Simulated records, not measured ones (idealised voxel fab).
Process module name: voxel self aligned vias
Section cut is 220 nm wide and gridded with 5 nm square cells.
Cross-section = grid of square cells, listed top down in bands; band = one or more rows.
A band entry consists of two parts. The first gives the height of the band's top and the height of its bottom, in nm. The rest lists the band's materials from left to right, each with its width in nm. A single material labelled with the word "all across" fills the band from edge to edge, and the word "air" marks empty space.
Counting heights begins at 0, where everything beneath is, in the wafer as received, one material. The lowest band has no bottom; it goes on downwards, as "0..down" shows.
Per-row width for "30 to 40": begins at first number (top row of band), ends at second number (bottom row), increment between rows held constant.
For the purposes of this document, the phrase "nothing changed" attached to a step denotes that no cell within the cross-section was modified by that step.
The list in "Encapsulated voids" covers empty spaces of 8 cells or more that cannot reach the top through any open way, and it gives each as width x height at distance; the distance is from the left edge, and width, height and distance are in nm.
Text after the settings on a step's line: the simulator's own remark on that step.
overlay nm: step with mask; distance mask lay right of planned place; negative value = left of planned place.

Process steps foreseen in the plan
1,RECEIVE: material Si
2,CONFORMAL_DEP: material SiO2, thk nm 10
3,CONFORMAL_DEP: material SiCN, thk nm 5
4,DIRECTIONAL_DEP: material SiO2, thk nm 20
5,MASKED_ETCH: tone open, mask id LINES, width nm 20, pitch nm 60, etch materials SiO2, depth nm 20, overlay nm 0
6,CONFORMAL_DEP: material TiN, thk nm 5
7,FILL_DEP: material W, thk nm 5
8,CMP: height nm 35
9,SELECTIVE_ETCH: etch materials W Ru TiN, depth nm 10
10,FILL_DEP: material SiN, thk nm 5
11,CMP: height nm 35
12,DIRECTIONAL_DEP: material SiO2, thk nm 15
13,DIRECTIONAL_DEP: material aC, thk nm 15
14,PATTERN: tone open, mask id VIAS, material resist, width nm 40, pitch nm 120, thk nm 30, overlay nm 0
15,DIRECTIONAL_ETCH: etch materials aC, depth nm 15
16,STRIP: etch materials resist
17,DIRECTIONAL_ETCH: etch materials SiO2, depth nm 15
18,DIRECTIONAL_ETCH: etch materials SiN, depth nm 10
19,STRIP: etch materials aC
20,CONFORMAL_DEP: material TiN, thk nm 5
21,FILL_DEP: material W, thk nm 5
22,CMP: height nm 50
23,CONFORMAL_DEP: material SiCN, thk nm 5

The first of the two wafers, which ran as planned

As-received state of the wafer in cross-section, equivalent to post-step 1
* 0..down = Si all across
* Encapsulated voids: none

Upon completion of step 2, the wafer appears in cross-section as shown
* 10..0 = SiO2 all across
* At heights below 0, the structure remains unaltered.

Upon completion of step 3, the wafer appears in cross-section as shown
* 15..10 = SiCN all across
* At heights below 10, the structure remains unaltered.

Upon completion of step 4, the wafer appears in cross-section as shown
* 35..15 = SiO2 all across
* At heights below 15, the structure remains unaltered.

Upon completion of step 5, the wafer appears in cross-section as shown
* 35..15 = SiO2 40, air 20, SiO2 40, air 20, SiO2 40, air 20, SiO2 40
* At heights below 15, the structure remains unaltered.

Upon completion of step 6, the wafer appears in cross-section as shown
* 40..35 = TiN 45, air 10, TiN 50, air 10, TiN 50, air 10, TiN 45
* 35..20 = SiO2 40, TiN 5, air 10, TiN 5, SiO2 40, TiN 5, air 10, TiN 5, SiO2 40, TiN 5, air 10, TiN 5, SiO2 40
* 20..15 = SiO2 40, TiN 20, SiO2 40, TiN 20, SiO2 40, TiN 20, SiO2 40
* At heights below 15, the structure remains unaltered.

Upon completion of step 7, the wafer appears in cross-section as shown
* 45..40 = W all across
* 40..35 = TiN 45, W 10, TiN 50, W 10, TiN 50, W 10, TiN 45
* 35..20 = SiO2 40, TiN 5, W 10, TiN 5, SiO2 40, TiN 5, W 10, TiN 5, SiO2 40, TiN 5, W 10, TiN 5, SiO2 40
* At heights below 20, the structure remains unaltered.

Upon completion of step 8, the wafer appears in cross-section as shown
* 35..20 = SiO2 40, TiN 5, W 10, TiN 5, SiO2 40, TiN 5, W 10, TiN 5, SiO2 40, TiN 5, W 10, TiN 5, SiO2 40
* At heights below 20, the structure remains unaltered.

Upon completion of step 9, the wafer appears in cross-section as shown
* 35..25 = SiO2 40, air 20, SiO2 40, air 20, SiO2 40, air 20, SiO2 40
* At heights below 25, the structure remains unaltered.

Upon completion of step 10, the wafer appears in cross-section as shown
* 40..35 = SiN all across
* 35..25 = SiO2 40, SiN 20, SiO2 40, SiN 20, SiO2 40, SiN 20, SiO2 40
* At heights below 25, the structure remains unaltered.

Upon completion of step 11, the wafer appears in cross-section as shown
* 35..25 = SiO2 40, SiN 20, SiO2 40, SiN 20, SiO2 40, SiN 20, SiO2 40
* At heights below 25, the structure remains unaltered.

Upon completion of step 12, the wafer appears in cross-section as shown
* 50..35 = SiO2 all across
* At heights below 35, the structure remains unaltered.

Upon completion of step 13, the wafer appears in cross-section as shown
* 65..50 = aC all across
* At heights below 50, the structure remains unaltered.

Upon completion of step 14, the wafer appears in cross-section as shown
* 95..65 = resist 30, air 40, resist 80, air 40, resist 30
* At heights below 65, the structure remains unaltered.

Upon completion of step 15, the wafer appears in cross-section as shown
* 80..65 = resist 30, air 40, resist 80, air 40, resist 30
* 65..50 = aC 30, air 40, aC 80, air 40, aC 30
* At heights below 50, the structure remains unaltered.

Upon completion of step 16, the wafer appears in cross-section as shown
* 65..50 = aC 30, air 40, aC 80, air 40, aC 30
* At heights below 50, the structure remains unaltered.

Upon completion of step 17, the wafer appears in cross-section as shown
* 65..50 = aC 30, air 40, aC 80, air 40, aC 30
* 50..35 = SiO2 30, air 40, SiO2 80, air 40, SiO2 30
* At heights below 35, the structure remains unaltered.

Upon completion of step 18, the wafer appears in cross-section as shown
* 65..50 = aC 30, air 40, aC 80, air 40, aC 30
* 50..35 = SiO2 30, air 40, SiO2 80, air 40, SiO2 30
* 35..25 = SiO2 40, air 20, SiO2 40, SiN 20, SiO2 40, air 20, SiO2 40
* At heights below 25, the structure remains unaltered.

Upon completion of step 19, the wafer appears in cross-section as shown
* 50..35 = SiO2 30, air 40, SiO2 80, air 40, SiO2 30
* At heights below 35, the structure remains unaltered.

Upon completion of step 20, the wafer appears in cross-section as shown
* 55..50 = TiN 35, air 30, TiN 90, air 30, TiN 35
* 50..40 = SiO2 30, TiN 5, air 30, TiN 5, SiO2 80, TiN 5, air 30, TiN 5, SiO2 30
* 40..35 = SiO2 30, TiN 15, air 10, TiN 15, SiO2 80, TiN 15, air 10, TiN 15, SiO2 30
* 35..30 = SiO2 40, TiN 5, air 10, TiN 5, SiO2 40, SiN 20, SiO2 40, TiN 5, air 10, TiN 5, SiO2 40
* 30..25 = SiO2 40, TiN 20, SiO2 40, SiN 20, SiO2 40, TiN 20, SiO2 40
* At heights below 25, the structure remains unaltered.

Upon completion of step 21, the wafer appears in cross-section as shown
* 60..55 = W all across
* 55..50 = TiN 35, W 30, TiN 90, W 30, TiN 35
* 50..40 = SiO2 30, TiN 5, W 30, TiN 5, SiO2 80, TiN 5, W 30, TiN 5, SiO2 30
* 40..35 = SiO2 30, TiN 15, W 10, TiN 15, SiO2 80, TiN 15, W 10, TiN 15, SiO2 30
* 35..30 = SiO2 40, TiN 5, W 10, TiN 5, SiO2 40, SiN 20, SiO2 40, TiN 5, W 10, TiN 5, SiO2 40
* At heights below 30, the structure remains unaltered.

Upon completion of step 22, the wafer appears in cross-section as shown
* 50..40 = SiO2 30, TiN 5, W 30, TiN 5, SiO2 80, TiN 5, W 30, TiN 5, SiO2 30
* At heights below 40, the structure remains unaltered.

Upon completion of step 23, the wafer appears in cross-section as shown
* 55..50 = SiCN all across
* At heights below 50, the structure remains unaltered.

Second wafer: like start, like plan, one mistake. Through step 2 it matches the first wafer

Cross-sectional representation of the second wafer at the time designated in the plan for the completion of step 3: nothing changed

Cross-sectional representation of the second wafer at the time designated in the plan for the completion of step 4
* 30..0 = SiO2 all across
* At heights below 0, the structure remains unaltered.

Cross-sectional representation of the second wafer at the time designated in the plan for the completion of step 5
* 30..10 = SiO2 40, air 20, SiO2 40, air 20, SiO2 40, air 20, SiO2 40
* At heights below 10, the structure remains unaltered.

Cross-sectional representation of the second wafer at the time designated in the plan for the completion of step 6
* 35..30 = TiN 45, air 10, TiN 50, air 10, TiN 50, air 10, TiN 45
* 30..15 = SiO2 40, TiN 5, air 10, TiN 5, SiO2 40, TiN 5, air 10, TiN 5, SiO2 40, TiN 5, air 10, TiN 5, SiO2 40
* 15..10 = SiO2 40, TiN 20, SiO2 40, TiN 20, SiO2 40, TiN 20, SiO2 40
* At heights below 10, the structure remains unaltered.

Cross-sectional representation of the second wafer at the time designated in the plan for the completion of step 7
* 40..35 = W all across
* 35..30 = TiN 45, W 10, TiN 50, W 10, TiN 50, W 10, TiN 45
* 30..15 = SiO2 40, TiN 5, W 10, TiN 5, SiO2 40, TiN 5, W 10, TiN 5, SiO2 40, TiN 5, W 10, TiN 5, SiO2 40
* At heights below 15, the structure remains unaltered.

Cross-sectional representation of the second wafer at the time designated in the plan for the completion of step 8
* 35..30 = TiN 45, W 10, TiN 50, W 10, TiN 50, W 10, TiN 45
* At heights below 30, the structure remains unaltered.

Cross-sectional representation of the second wafer at the time designated in the plan for the completion of step 9
* 30..25 = SiO2 40, air 20, SiO2 40, air 20, SiO2 40, air 20, SiO2 40
* At heights below 25, the structure remains unaltered.

Cross-sectional representation of the second wafer at the time designated in the plan for the completion of step 10
* 35..30 = SiN all across
* 30..25 = SiO2 40, SiN 20, SiO2 40, SiN 20, SiO2 40, SiN 20, SiO2 40
* At heights below 25, the structure remains unaltered.

Cross-sectional representation of the second wafer at the time designated in the plan for the completion of step 11: nothing changed

Cross-sectional representation of the second wafer at the time designated in the plan for the completion of step 12
* 50..35 = SiO2 all across
* At heights below 35, the structure remains unaltered.

Cross-sectional representation of the second wafer at the time designated in the plan for the completion of step 13
* 65..50 = aC all across
* At heights below 50, the structure remains unaltered.

Cross-sectional representation of the second wafer at the time designated in the plan for the completion of step 14
* 95..65 = resist 30, air 40, resist 80, air 40, resist 30
* At heights below 65, the structure remains unaltered.

Cross-sectional representation of the second wafer at the time designated in the plan for the completion of step 15
* 80..65 = resist 30, air 40, resist 80, air 40, resist 30
* 65..50 = aC 30, air 40, aC 80, air 40, aC 30
* At heights below 50, the structure remains unaltered.

Cross-sectional representation of the second wafer at the time designated in the plan for the completion of step 16
* 65..50 = aC 30, air 40, aC 80, air 40, aC 30
* At heights below 50, the structure remains unaltered.

Cross-sectional representation of the second wafer at the time designated in the plan for the completion of step 17
* 65..50 = aC 30, air 40, aC 80, air 40, aC 30
* 50..35 = SiO2 30, air 40, SiO2 80, air 40, SiO2 30
* At heights below 35, the structure remains unaltered.

Cross-sectional representation of the second wafer at the time designated in the plan for the completion of step 18
* 65..50 = aC 30, air 40, aC 80, air 40, aC 30
* 50..35 = SiO2 30, air 40, SiO2 80, air 40, SiO2 30
* 35..30 = SiN 30, air 40, SiN 80, air 40, SiN 30
* 30..25 = SiO2 40, air 20, SiO2 40, SiN 20, SiO2 40, air 20, SiO2 40
* At heights below 25, the structure remains unaltered.

Cross-sectional representation of the second wafer at the time designated in the plan for the completion of step 19
* 50..35 = SiO2 30, air 40, SiO2 80, air 40, SiO2 30
* At heights below 35, the structure remains unaltered.

Cross-sectional representation of the second wafer at the time designated in the plan for the completion of step 20
* 55..50 = TiN 35, air 30, TiN 90, air 30, TiN 35
* 50..35 = SiO2 30, TiN 5, air 30, TiN 5, SiO2 80, TiN 5, air 30, TiN 5, SiO2 30
* 35..30 = SiN 30, TiN 15, air 10, TiN 15, SiN 80, TiN 15, air 10, TiN 15, SiN 30
* 30..25 = SiO2 40, TiN 20, SiO2 40, SiN 20, SiO2 40, TiN 20, SiO2 40
* At heights below 25, the structure remains unaltered.

Cross-sectional representation of the second wafer at the time designated in the plan for the completion of step 21
* 60..55 = W all across
* 55..50 = TiN 35, W 30, TiN 90, W 30, TiN 35
* 50..35 = SiO2 30, TiN 5, W 30, TiN 5, SiO2 80, TiN 5, W 30, TiN 5, SiO2 30
* 35..30 = SiN 30, TiN 15, W 10, TiN 15, SiN 80, TiN 15, W 10, TiN 15, SiN 30
* At heights below 30, the structure remains unaltered.

Cross-sectional representation of the second wafer at the time designated in the plan for the completion of step 22
* 50..35 = SiO2 30, TiN 5, W 30, TiN 5, SiO2 80, TiN 5, W 30, TiN 5, SiO2 30
* At heights below 35, the structure remains unaltered.

Cross-sectional representation of the second wafer at the time designated in the plan for the completion of step 23
* 55..50 = SiCN all across
* At heights below 50, the structure remains unaltered.
Plan not followed: step 3 from the plan never happened, it was just skipped
In the final state, the cell counts of the second wafer exceed or fall short of those of the first for the following materials: SiCN: 44 fewer; SiN: 24 more; TiN: 6 more; W: 14 more
